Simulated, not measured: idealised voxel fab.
Process module under the name voxel self aligned contacts
The cross-section on display is named cut; it measures 280 nm wide, and its cells are 5 nm squares.
Bands, listed from the top down, are how a cross-section gets written in this document; the cross-section itself is a grid of square cells, and a band is one or more rows of them. Band entry format. Leading values: height of top, height of bottom, nm. Remainder: materials in left-to-right order, each with its width in nm. Special words: "edge to edge" on a single material, which then fills the band edge to edge; "blank", empty space. Beneath 0, the wafer as received is one material, and that level is where height counting begins. The lowest band goes on downward without a bottom; it is written like "0 -> down". When a width is written as two numbers, as in "30..40", the first number is the width in the top row of cells of the band and the second is the width in its bottom row, and the width changes by the same amount from each row to the next. "left unchanged" -> step changed no cross-section cell. The entry titled "Catalogued sealed voids" provides the empty spaces that have no open way to the top, restricted to those of 8 cells or more. Each is presented as width x height at distance, the distance being measured from the left edge, with all three in nm. Step line, after settings: the simulator's comment on this step. overlay nm: right-of-plan distance of the mask on a masked step; negative values mean left-of-plan.

Steps in the process plan:
1: op RECEIVE | material Si
2: op CONFORMAL_DEP | material SiO2 | thk nm 5
3: op DIRECTIONAL_DEP | material polySi | thk nm 25
4: op DIRECTIONAL_DEP | material SiN | thk nm 20
5: op DIRECTIONAL_DEP | material aC | thk nm 10
6: op PATTERN | tone cover | mask id GATE | material resist | width nm 35 | pitch nm 70 | thk nm 25 | overlay nm 0
7: op DIRECTIONAL_ETCH | etch materials aC | depth nm 10
8: op STRIP | etch materials resist
9: op DIRECTIONAL_ETCH | etch materials SiN | depth nm 20
10: op DIRECTIONAL_ETCH | etch materials polySi | depth nm 25
11: op STRIP | etch materials aC
12: op CONFORMAL_DEP | material SiN | thk nm 5
13: op DIRECTIONAL_ETCH | etch materials SiN | depth nm 5
14: op FILL_DEP | material SiO2 | thk nm 10
15: op CMP | height nm 55
16: op DIRECTIONAL_DEP | material aC | thk nm 10
17: op PATTERN | tone open | mask id CONTACT | material resist | width nm 55 | pitch nm 70 | thk nm 25 | overlay nm 0
18: op DIRECTIONAL_ETCH | etch materials aC | depth nm 10
19: op STRIP | etch materials resist
20: op DIRECTIONAL_ETCH | etch materials SiO2 | depth nm 55
21: op STRIP | etch materials aC
22: op CONFORMAL_DEP | material TiN | thk nm 5
23: op FILL_DEP | material Ru | thk nm 10
24: op CMP | height nm 55
25: op CONFORMAL_DEP | material SiN | thk nm 5

Here's what the wafer looked like in cross-section when it arrived - that's after step 1:
- 0 -> down  Si edge to edge
- Catalogued sealed voids: none

End-of-module cross-section of the first of two wafers, processed as planned:
- 60 -> 55  SiN edge to edge
- 55 -> 50  75 SiO2, then 20 TiN, then 15 Ru, then 20 TiN, then 15 SiO2, then 20 TiN, then 15 Ru, then 20 TiN, then 80 SiO2
- 50 -> 30  45 SiO2, then 45 SiN, then 5 TiN, then 15 Ru, then 5 TiN, then 45 SiN, then 5 TiN, then 15 Ru, then 5 TiN, then 45 SiN, then 50 SiO2
- 30 -> 5  45 SiO2, then 5 SiN, then 35 polySi, then 5 SiN, then 5 TiN, then 15 Ru, then 5 TiN, then 5 SiN, then 35 polySi, then 5 SiN, then 5 TiN, then 15 Ru, then 5 TiN, then 5 SiN, then 35 polySi, then 5 SiN, then 50 SiO2
- 5 -> 0  90 SiO2, then 25 TiN, then 45 SiO2, then 25 TiN, then 95 SiO2
- 0 -> down  Si edge to edge
- Catalogued sealed voids: none

End-of-module cross-section of the second wafer: identical starting point and process plan to the first, with one processing mistake:
- 60 -> 55  SiN edge to edge
- 55 -> 50  75 SiO2, then 20 TiN, then 15 SiO2, then 20 TiN, then 15 SiO2, then 20 TiN, then 15 SiO2, then 20 TiN, then 80 SiO2
- 50 -> 30  45 SiO2, then 45 SiN, then 5 TiN, then 15 SiO2, then 5 TiN, then 45 SiN, then 5 TiN, then 15 SiO2, then 5 TiN, then 45 SiN, then 50 SiO2
- 30 -> 5  45 SiO2, then 5 SiN, then 35 polySi, then 5 SiN, then 5 TiN, then 15 SiO2, then 5 TiN, then 5 SiN, then 35 polySi, then 5 SiN, then 5 TiN, then 15 SiO2, then 5 TiN, then 5 SiN, then 35 polySi, then 5 SiN, then 50 SiO2
- 5 -> 0  90 SiO2, then 25 TiN, then 45 SiO2, then 25 TiN, then 95 SiO2
- 0 -> down  Si edge to edge
- Catalogued sealed voids: none
Run error: rather than as planned, step 23 actually ran as op FILL_DEP | material SiO2 | thk nm 10
Count the cells at the end and the second wafer has more or fewer of some materials than the first: Ru: 60 fewer; SiO2: 60 more
